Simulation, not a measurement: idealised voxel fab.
The process module that follows is named voxel capacitor over wiring.
Section cut is 200 nm wide and gridded with 5 nm square cells.
Cross-section = grid of square cells, listed top down in bands; band = one or more rows. Within each band entry, the heights of the top and of the bottom of the band appear first, in that order and in nm; the materials of the band then follow from left to right, each with its corresponding width in nm. The designation "everywhere" on a single material indicates that it fills the band from edge to edge; the designation "empty" indicates empty space. Ref level 0: as-received wafer is one material below here. Bottom band extends down with no lower bound ("0 and below"). A width such as "30..40" changes by the same amount from each row of cells to the next, from the band's top row to its bottom row. "left unchanged" (step): cross-section cells unchanged, all of them. Closed-off voids of 8+ cells (no open route to the top) go in "Closed void register", written width x height at distance from the left edge, in nm. Heads up: the bit after the settings on a step's line is the simulator's remark on that step. overlay nm: right-of-plan distance of the mask on a masked step; negative values mean left-of-plan.
Planned process steps:
1) RECEIVE,material Si
2) CONFORMAL_DEP,material SiO2,thk nm 15
3) DIRECTIONAL_DEP,material TiN,thk nm 5
4) DIRECTIONAL_DEP,material W,thk nm 25
5) MASKED_ETCH,tone cover,mask id METAL_1,width nm 20,pitch nm 90,etch materials W,depth nm 25,overlay nm 0
6) MASKED_ETCH,tone cover,mask id METAL_1,width nm 20,pitch nm 90,etch materials TiN,depth nm 5,overlay nm 0
7) FILL_DEP,material SiO2,thk nm 10
8) CMP,height nm 45
9) CONFORMAL_DEP,material SiCN,thk nm 5
10) DIRECTIONAL_DEP,material SiO2,thk nm 20
11) DIRECTIONAL_DEP,material aC,thk nm 10
12) PATTERN,tone open,mask id PLUG_1,material resist,width nm 15,thk nm 25,overlay nm 0
13) DIRECTIONAL_ETCH,etch materials aC,depth nm 10
14) STRIP,etch materials resist
15) DIRECTIONAL_ETCH,etch materials SiO2,depth nm 20
16) DIRECTIONAL_ETCH,etch materials SiCN,depth nm 5
17) STRIP,etch materials aC
18) CONFORMAL_DEP,material TiN,thk nm 5
19) FILL_DEP,material W,thk nm 5
20) CMP,height nm 70
21) DIRECTIONAL_DEP,material TiN,thk nm 10
22) DIRECTIONAL_DEP,material HfO2,thk nm 5
23) DIRECTIONAL_DEP,material TiN,thk nm 5
24) DIRECTIONAL_DEP,material aC,thk nm 15
25) PATTERN,tone cover,mask id UPPER_PLATE,material resist,width nm 75,thk nm 30,overlay nm 0
26) DIRECTIONAL_ETCH,etch materials aC,depth nm 15
27) STRIP,etch materials resist
28) DIRECTIONAL_ETCH,etch materials TiN,depth nm 5
29) DIRECTIONAL_ETCH,etch materials HfO2,depth nm 5
30) STRIP,etch materials aC
31) PATTERN,tone cover,mask id LOWER_PLATE,material resist,width nm 85,thk nm 20,overlay nm 0
32) DIRECTIONAL_ETCH,etch materials TiN,depth nm 10
33) STRIP,etch materials resist
34) FILL_DEP,material SiO2,thk nm 20
35) CMP,height nm 105
36) DIRECTIONAL_DEP,material aC,thk nm 15
37) PATTERN,tone open,mask id PLUG_2,material resist,width nm 15,thk nm 35,overlay nm 0
38) DIRECTIONAL_ETCH,etch materials aC,depth nm 15
39) STRIP,etch materials resist
40) DIRECTIONAL_ETCH,etch materials SiO2,depth nm 15
41) STRIP,etch materials aC
42) CONFORMAL_DEP,material TiN,thk nm 5
43) FILL_DEP,material Cu,thk nm 5
44) CMP,height nm 105
45) CONFORMAL_DEP,material SiN,thk nm 5
Run as planned: first of two wafers:
Cross-section of the wafer as it came to us, i.e., already through step 1:
    0 and below = Si everywhere
    Closed void register: none
Once step 2 is through, the wafer looks like this in cross-section:
    15 down to 0 = SiO2 everywhere
    For the remainder of the cross-section, below 0, there is no change.
Once step 3 is through, the wafer looks like this in cross-section:
    20 down to 15 = TiN everywhere
    For the remainder of the cross-section, below 15, there is no change.
Once step 4 is through, the wafer looks like this in cross-section:
    45 down to 20 = W everywhere
    For the remainder of the cross-section, below 20, there is no change.
Once step 5 is through, the wafer looks like this in cross-section:
    45 down to 20 = 45 nm empty | 20 nm W | 70 nm empty | 20 nm W | 45 nm empty
    For the remainder of the cross-section, below 20, there is no change.
Once step 6 is through, the wafer looks like this in cross-section:
    45 down to 20 = 45 nm empty | 20 nm W | 70 nm empty | 20 nm W | 45 nm empty
    20 down to 15 = 45 nm empty | 20 nm TiN | 70 nm empty | 20 nm TiN | 45 nm empty
    For the remainder of the cross-section, below 15, there is no change.
Once step 7 is through, the wafer looks like this in cross-section:
    55 down to 45 = SiO2 everywhere
    45 down to 20 = 45 nm SiO2 | 20 nm W | 70 nm SiO2 | 20 nm W | 45 nm SiO2
    20 down to 15 = 45 nm SiO2 | 20 nm TiN | 70 nm SiO2 | 20 nm TiN | 45 nm SiO2
    For the remainder of the cross-section, below 15, there is no change.
Once step 8 is through, the wafer looks like this in cross-section:
    45 down to 20 = 45 nm SiO2 | 20 nm W | 70 nm SiO2 | 20 nm W | 45 nm SiO2
    For the remainder of the cross-section, below 20, there is no change.
Once step 9 is through, the wafer looks like this in cross-section:
    50 down to 45 = SiCN everywhere
    For the remainder of the cross-section, below 45, there is no change.
Once step 10 is through, the wafer looks like this in cross-section:
    70 down to 50 = SiO2 everywhere
    For the remainder of the cross-section, below 50, there is no change.
Once step 11 is through, the wafer looks like this in cross-section:
    80 down to 70 = aC everywhere
    For the remainder of the cross-section, below 70, there is no change.
Once step 12 is through, the wafer looks like this in cross-section:
    105 down to 80 = 50 nm resist | 15 nm empty | 135 nm resist
    For the remainder of the cross-section, below 80, there is no change.
Once step 13 is through, the wafer looks like this in cross-section:
    95 down to 80 = 50 nm resist | 15 nm empty | 135 nm resist
    80 down to 70 = 50 nm aC | 15 nm empty | 135 nm aC
    For the remainder of the cross-section, below 70, there is no change.
Once step 14 is through, the wafer looks like this in cross-section:
    80 down to 70 = 50 nm aC | 15 nm empty | 135 nm aC
    For the remainder of the cross-section, below 70, there is no change.
Once step 15 is through, the wafer looks like this in cross-section:
    80 down to 70 = 50 nm aC | 15 nm empty | 135 nm aC
    70 down to 50 = 50 nm SiO2 | 15 nm empty | 135 nm SiO2
    For the remainder of the cross-section, below 50, there is no change.
Once step 16 is through, the wafer looks like this in cross-section:
    80 down to 70 = 50 nm aC | 15 nm empty | 135 nm aC
    70 down to 50 = 50 nm SiO2 | 15 nm empty | 135 nm SiO2
    50 down to 45 = 50 nm SiCN | 15 nm empty | 135 nm SiCN
    For the remainder of the cross-section, below 45, there is no change.
Once step 17 is through, the wafer looks like this in cross-section:
    70 down to 50 = 50 nm SiO2 | 15 nm empty | 135 nm SiO2
    For the remainder of the cross-section, below 50, there is no change.
Once step 18 is through, the wafer looks like this in cross-section:
    75 down to 70 = 55 nm TiN | 5 nm empty | 140 nm TiN
    70 down to 50 = 50 nm SiO2 | 5 nm TiN | 5 nm empty | 5 nm TiN | 135 nm SiO2
    50 down to 45 = 50 nm SiCN | 15 nm TiN | 135 nm SiCN
    For the remainder of the cross-section, below 45, there is no change.
Once step 19 is through, the wafer looks like this in cross-section:
    80 down to 75 = W everywhere
    75 down to 70 = 55 nm TiN | 5 nm W | 140 nm TiN
    70 down to 50 = 50 nm SiO2 | 5 nm TiN | 5 nm W | 5 nm TiN | 135 nm SiO2
    For the remainder of the cross-section, below 50, there is no change.
Once step 20 is through, the wafer looks like this in cross-section:
    70 down to 50 = 50 nm SiO2 | 5 nm TiN | 5 nm W | 5 nm TiN | 135 nm SiO2
    For the remainder of the cross-section, below 50, there is no change.
Once step 21 is through, the wafer looks like this in cross-section:
    80 down to 70 = TiN everywhere
    For the remainder of the cross-section, below 70, there is no change.
Once step 22 is through, the wafer looks like this in cross-section:
    85 down to 80 = HfO2 everywhere
    For the remainder of the cross-section, below 80, there is no change.
Once step 23 is through, the wafer looks like this in cross-section:
    90 down to 85 = TiN everywhere
    For the remainder of the cross-section, below 85, there is no change.
Once step 24 is through, the wafer looks like this in cross-section:
    105 down to 90 = aC everywhere
    For the remainder of the cross-section, below 90, there is no change.
Once step 25 is through, the wafer looks like this in cross-section:
    135 down to 105 = 50 nm empty | 75 nm resist | 75 nm empty
    For the remainder of the cross-section, below 105, there is no change.
Once step 26 is through, the wafer looks like this in cross-section:
    120 down to 105 = 50 nm empty | 75 nm resist | 75 nm empty
    105 down to 90 = 50 nm empty | 75 nm aC | 75 nm empty
    For the remainder of the cross-section, below 90, there is no change.
Once step 27 is through, the wafer looks like this in cross-section:
    105 down to 90 = 50 nm empty | 75 nm aC | 75 nm empty
    For the remainder of the cross-section, below 90, there is no change.
Once step 28 is through, the wafer looks like this in cross-section:
    105 down to 90 = 50 nm empty | 75 nm aC | 75 nm empty
    90 down to 85 = 50 nm empty | 75 nm TiN | 75 nm empty
    For the remainder of the cross-section, below 85, there is no change.
Once step 29 is through, the wafer looks like this in cross-section:
    105 down to 90 = 50 nm empty | 75 nm aC | 75 nm empty
    90 down to 85 = 50 nm empty | 75 nm TiN | 75 nm empty
    85 down to 80 = 50 nm empty | 75 nm HfO2 | 75 nm empty
    For the remainder of the cross-section, below 80, there is no change.
Once step 30 is through, the wafer looks like this in cross-section:
    90 down to 85 = 50 nm empty | 75 nm TiN | 75 nm empty
    For the remainder of the cross-section, below 85, there is no change.
Once step 31 is through, the wafer looks like this in cross-section:
    110 down to 90 = 45 nm empty | 85 nm resist | 70 nm empty
    90 down to 85 = 45 nm empty | 5 nm resist | 75 nm TiN | 5 nm resist | 70 nm empty
    85 down to 80 = 45 nm empty | 5 nm resist | 75 nm HfO2 | 5 nm resist | 70 nm empty
    For the remainder of the cross-section, below 80, there is no change.
Once step 32 is through, the wafer looks like this in cross-section:
    110 down to 90 = 45 nm empty | 85 nm resist | 70 nm empty
    90 down to 85 = 45 nm empty | 5 nm resist | 75 nm TiN | 5 nm resist | 70 nm empty
    85 down to 80 = 45 nm empty | 5 nm resist | 75 nm HfO2 | 5 nm resist | 70 nm empty
    80 down to 70 = 45 nm empty | 85 nm TiN | 70 nm empty
    For the remainder of the cross-section, below 70, there is no change.
Once step 33 is through, the wafer looks like this in cross-section:
    90 down to 85 = 50 nm empty | 75 nm TiN | 75 nm empty
    85 down to 80 = 50 nm empty | 75 nm HfO2 | 75 nm empty
    For the remainder of the cross-section, below 80, there is no change.
Once step 34 is through, the wafer looks like this in cross-section:
    110 down to 90 = SiO2 everywhere
    90 down to 85 = 50 nm SiO2 | 75 nm TiN | 75 nm SiO2
    85 down to 80 = 50 nm SiO2 | 75 nm HfO2 | 75 nm SiO2
    80 down to 70 = 45 nm SiO2 | 85 nm TiN | 70 nm SiO2
    For the remainder of the cross-section, below 70, there is no change.
Once step 35 is through, the wafer looks like this in cross-section:
    105 down to 90 = SiO2 everywhere
    For the remainder of the cross-section, below 90, there is no change.
Once step 36 is through, the wafer looks like this in cross-section:
    120 down to 105 = aC everywhere
    For the remainder of the cross-section, below 105, there is no change.
Once step 37 is through, the wafer looks like this in cross-section:
    155 down to 120 = 60 nm resist | 15 nm empty | 125 nm resist
    For the remainder of the cross-section, below 120, there is no change.
Once step 38 is through, the wafer looks like this in cross-section:
    140 down to 120 = 60 nm resist | 15 nm empty | 125 nm resist
    120 down to 105 = 60 nm aC | 15 nm empty | 125 nm aC
    For the remainder of the cross-section, below 105, there is no change.
Once step 39 is through, the wafer looks like this in cross-section:
    120 down to 105 = 60 nm aC | 15 nm empty | 125 nm aC
    For the remainder of the cross-section, below 105, there is no change.
Once step 40 is through, the wafer looks like this in cross-section:
    120 down to 105 = 60 nm aC | 15 nm empty | 125 nm aC
    105 down to 90 = 60 nm SiO2 | 15 nm empty | 125 nm SiO2
    For the remainder of the cross-section, below 90, there is no change.
Once step 41 is through, the wafer looks like this in cross-section:
    105 down to 90 = 60 nm SiO2 | 15 nm empty | 125 nm SiO2
    For the remainder of the cross-section, below 90, there is no change.
Once step 42 is through, the wafer looks like this in cross-section:
    110 down to 105 = 65 nm TiN | 5 nm empty | 130 nm TiN
    105 down to 95 = 60 nm SiO2 | 5 nm TiN | 5 nm empty | 5 nm TiN | 125 nm SiO2
    95 down to 85 = 60..50 nm SiO2 | 15..75 nm TiN | 125..75 nm SiO2
    For the remainder of the cross-section, below 85, there is no change.
Once step 43 is through, the wafer looks like this in cross-section:
    115 down to 110 = Cu everywhere
    110 down to 105 = 65 nm TiN | 5 nm Cu | 130 nm TiN
    105 down to 95 = 60 nm SiO2 | 5 nm TiN | 5 nm Cu | 5 nm TiN | 125 nm SiO2
    For the remainder of the cross-section, below 95, there is no change.
Once step 44 is through, the wafer looks like this in cross-section:
    105 down to 95 = 60 nm SiO2 | 5 nm TiN | 5 nm Cu | 5 nm TiN | 125 nm SiO2
    For the remainder of the cross-section, below 95, there is no change.
Once step 45 is through, the wafer looks like this in cross-section:
    110 down to 105 = SiN everywhere
    For the remainder of the cross-section, below 105, there is no change.
Wafer two of the pair: same origin, same plan, one error during the run; identical to wafer one up to and including step 4:
Cross-section of the second wafer at the time step 5 of the plan should have ended:
    45 down to 20 = 55 nm empty | 20 nm W | 70 nm empty | 20 nm W | 35 nm empty
    For the remainder of the cross-section, below 20, there is no change.
Cross-section of the second wafer at the time step 6 of the plan should have ended:
    45 down to 20 = 55 nm empty | 20 nm W | 70 nm empty | 20 nm W | 35 nm empty
    20 down to 15 = 45 nm empty | 30 nm TiN | 60 nm empty | 30 nm TiN | 35 nm empty
    For the remainder of the cross-section, below 15, there is no change.
Cross-section of the second wafer at the time step 7 of the plan should have ended:
    55 down to 45 = SiO2 everywhere
    45 down to 20 = 55 nm SiO2 | 20 nm W | 70 nm SiO2 | 20 nm W | 35 nm SiO2
    20 down to 15 = 45 nm SiO2 | 30 nm TiN | 60 nm SiO2 | 30 nm TiN | 35 nm SiO2
    For the remainder of the cross-section, below 15, there is no change.
Cross-section of the second wafer at the time step 8 of the plan should have ended:
    45 down to 20 = 55 nm SiO2 | 20 nm W | 70 nm SiO2 | 20 nm W | 35 nm SiO2
    For the remainder of the cross-section, below 20, there is no change.
Cross-section of the second wafer at the time step 9 of the plan should have ended:
    50 down to 45 = SiCN everywhere
    For the remainder of the cross-section, below 45, there is no change.
Cross-section of the second wafer at the time step 10 of the plan should have ended:
    70 down to 50 = SiO2 everywhere
    For the remainder of the cross-section, below 50, there is no change.
Cross-section of the second wafer at the time step 11 of the plan should have ended:
    80 down to 70 = aC everywhere
    For the remainder of the cross-section, below 70, there is no change.
Cross-section of the second wafer at the time step 12 of the plan should have ended:
    105 down to 80 = 50 nm resist | 15 nm empty | 135 nm resist
    For the remainder of the cross-section, below 80, there is no change.
Cross-section of the second wafer at the time step 13 of the plan should have ended:
    95 down to 80 = 50 nm resist | 15 nm empty | 135 nm resist
    80 down to 70 = 50 nm aC | 15 nm empty | 135 nm aC
    For the remainder of the cross-section, below 70, there is no change.
Cross-section of the second wafer at the time step 14 of the plan should have ended:
    80 down to 70 = 50 nm aC | 15 nm empty | 135 nm aC
    For the remainder of the cross-section, below 70, there is no change.
Cross-section of the second wafer at the time step 15 of the plan should have ended:
    80 down to 70 = 50 nm aC | 15 nm empty | 135 nm aC
    70 down to 50 = 50 nm SiO2 | 15 nm empty | 135 nm SiO2
    For the remainder of the cross-section, below 50, there is no change.
Cross-section of the second wafer at the time step 16 of the plan should have ended:
    80 down to 70 = 50 nm aC | 15 nm empty | 135 nm aC
    70 down to 50 = 50 nm SiO2 | 15 nm empty | 135 nm SiO2
    50 down to 45 = 50 nm SiCN | 15 nm empty | 135 nm SiCN
    For the remainder of the cross-section, below 45, there is no change.
Cross-section of the second wafer at the time step 17 of the plan should have ended:
    70 down to 50 = 50 nm SiO2 | 15 nm empty | 135 nm SiO2
    For the remainder of the cross-section, below 50, there is no change.
Cross-section of the second wafer at the time step 18 of the plan should have ended:
    75 down to 70 = 55 nm TiN | 5 nm empty | 140 nm TiN
    70 down to 50 = 50 nm SiO2 | 5 nm TiN | 5 nm empty | 5 nm TiN | 135 nm SiO2
    50 down to 45 = 50 nm SiCN | 15 nm TiN | 135 nm SiCN
    For the remainder of the cross-section, below 45, there is no change.
Cross-section of the second wafer at the time step 19 of the plan should have ended:
    80 down to 75 = W everywhere
    75 down to 70 = 55 nm TiN | 5 nm W | 140 nm TiN
    70 down to 50 = 50 nm SiO2 | 5 nm TiN | 5 nm W | 5 nm TiN | 135 nm SiO2
    For the remainder of the cross-section, below 50, there is no change.
Cross-section of the second wafer at the time step 20 of the plan should have ended:
    70 down to 50 = 50 nm SiO2 | 5 nm TiN | 5 nm W | 5 nm TiN | 135 nm SiO2
    For the remainder of the cross-section, below 50, there is no change.
Cross-section of the second wafer at the time step 21 of the plan should have ended:
    80 down to 70 = TiN everywhere
    For the remainder of the cross-section, below 70, there is no change.
Cross-section of the second wafer at the time step 22 of the plan should have ended:
    85 down to 80 = HfO2 everywhere
    For the remainder of the cross-section, below 80, there is no change.
Cross-section of the second wafer at the time step 23 of the plan should have ended:
    90 down to 85 = TiN everywhere
    For the remainder of the cross-section, below 85, there is no change.
Cross-section of the second wafer at the time step 24 of the plan should have ended:
    105 down to 90 = aC everywhere
    For the remainder of the cross-section, below 90, there is no change.
Cross-section of the second wafer at the time step 25 of the plan should have ended:
    135 down to 105 = 50 nm empty | 75 nm resist | 75 nm empty
    For the remainder of the cross-section, below 105, there is no change.
Cross-section of the second wafer at the time step 26 of the plan should have ended:
    120 down to 105 = 50 nm empty | 75 nm resist | 75 nm empty
    105 down to 90 = 50 nm empty | 75 nm aC | 75 nm empty
    For the remainder of the cross-section, below 90, there is no change.
Cross-section of the second wafer at the time step 27 of the plan should have ended:
    105 down to 90 = 50 nm empty | 75 nm aC | 75 nm empty
    For the remainder of the cross-section, below 90, there is no change.
Cross-section of the second wafer at the time step 28 of the plan should have ended:
    105 down to 90 = 50 nm empty | 75 nm aC | 75 nm empty
    90 down to 85 = 50 nm empty | 75 nm TiN | 75 nm empty
    For the remainder of the cross-section, below 85, there is no change.
Cross-section of the second wafer at the time step 29 of the plan should have ended:
    105 down to 90 = 50 nm empty | 75 nm aC | 75 nm empty
    90 down to 85 = 50 nm empty | 75 nm TiN | 75 nm empty
    85 down to 80 = 50 nm empty | 75 nm HfO2 | 75 nm empty
    For the remainder of the cross-section, below 80, there is no change.
Cross-section of the second wafer at the time step 30 of the plan should have ended:
    90 down to 85 = 50 nm empty | 75 nm TiN | 75 nm empty
    For the remainder of the cross-section, below 85, there is no change.
Cross-section of the second wafer at the time step 31 of the plan should have ended:
    110 down to 90 = 45 nm empty | 85 nm resist | 70 nm empty
    90 down to 85 = 45 nm empty | 5 nm resist | 75 nm TiN | 5 nm resist | 70 nm empty
    85 down to 80 = 45 nm empty | 5 nm resist | 75 nm HfO2 | 5 nm resist | 70 nm empty
    For the remainder of the cross-section, below 80, there is no change.
Cross-section of the second wafer at the time step 32 of the plan should have ended:
    110 down to 90 = 45 nm empty | 85 nm resist | 70 nm empty
    90 down to 85 = 45 nm empty | 5 nm resist | 75 nm TiN | 5 nm resist | 70 nm empty
    85 down to 80 = 45 nm empty | 5 nm resist | 75 nm HfO2 | 5 nm resist | 70 nm empty
    80 down to 70 = 45 nm empty | 85 nm TiN | 70 nm empty
    For the remainder of the cross-section, below 70, there is no change.
Cross-section of the second wafer at the time step 33 of the plan should have ended:
    90 down to 85 = 50 nm empty | 75 nm TiN | 75 nm empty
    85 down to 80 = 50 nm empty | 75 nm HfO2 | 75 nm empty
    For the remainder of the cross-section, below 80, there is no change.
Cross-section of the second wafer at the time step 34 of the plan should have ended:
    110 down to 90 = SiO2 everywhere
    90 down to 85 = 50 nm SiO2 | 75 nm TiN | 75 nm SiO2
    85 down to 80 = 50 nm SiO2 | 75 nm HfO2 | 75 nm SiO2
    80 down to 70 = 45 nm SiO2 | 85 nm TiN | 70 nm SiO2
    For the remainder of the cross-section, below 70, there is no change.
Cross-section of the second wafer at the time step 35 of the plan should have ended:
    105 down to 90 = SiO2 everywhere
    For the remainder of the cross-section, below 90, there is no change.
Cross-section of the second wafer at the time step 36 of the plan should have ended:
    120 down to 105 = aC everywhere
    For the remainder of the cross-section, below 105, there is no change.
Cross-section of the second wafer at the time step 37 of the plan should have ended:
    155 down to 120 = 60 nm resist | 15 nm empty | 125 nm resist
    For the remainder of the cross-section, below 120, there is no change.
Cross-section of the second wafer at the time step 38 of the plan should have ended:
    140 down to 120 = 60 nm resist | 15 nm empty | 125 nm resist
    120 down to 105 = 60 nm aC | 15 nm empty | 125 nm aC
    For the remainder of the cross-section, below 105, there is no change.
Cross-section of the second wafer at the time step 39 of the plan should have ended:
    120 down to 105 = 60 nm aC | 15 nm empty | 125 nm aC
    For the remainder of the cross-section, below 105, there is no change.
Cross-section of the second wafer at the time step 40 of the plan should have ended:
    120 down to 105 = 60 nm aC | 15 nm empty | 125 nm aC
    105 down to 90 = 60 nm SiO2 | 15 nm empty | 125 nm SiO2
    For the remainder of the cross-section, below 90, there is no change.
Cross-section of the second wafer at the time step 41 of the plan should have ended:
    105 down to 90 = 60 nm SiO2 | 15 nm empty | 125 nm SiO2
    For the remainder of the cross-section, below 90, there is no change.
Cross-section of the second wafer at the time step 42 of the plan should have ended:
    110 down to 105 = 65 nm TiN | 5 nm empty | 130 nm TiN
    105 down to 95 = 60 nm SiO2 | 5 nm TiN | 5 nm empty | 5 nm TiN | 125 nm SiO2
    95 down to 85 = 60..50 nm SiO2 | 15..75 nm TiN | 125..75 nm SiO2
    For the remainder of the cross-section, below 85, there is no change.
Cross-section of the second wafer at the time step 43 of the plan should have ended:
    115 down to 110 = Cu everywhere
    110 down to 105 = 65 nm TiN | 5 nm Cu | 130 nm TiN
    105 down to 95 = 60 nm SiO2 | 5 nm TiN | 5 nm Cu | 5 nm TiN | 125 nm SiO2
    For the remainder of the cross-section, below 95, there is no change.
Cross-section of the second wafer at the time step 44 of the plan should have ended:
    105 down to 95 = 60 nm SiO2 | 5 nm TiN | 5 nm Cu | 5 nm TiN | 125 nm SiO2
    For the remainder of the cross-section, below 95, there is no change.
Cross-section of the second wafer at the time step 45 of the plan should have ended:
    110 down to 105 = SiN everywhere
    For the remainder of the cross-section, below 105, there is no change.
What went wrong in running the wafer? the process deviated at step 5: the operation and settings actually run there were MASKED_ETCH,tone cover,mask id METAL_1,width nm 20,pitch nm 90,etch materials W,depth nm 25,overlay nm 10
Heads up, by the end the second wafer has more or fewer cells of some materials compared to the first: SiO2: 4 fewer | TiN: 4 more
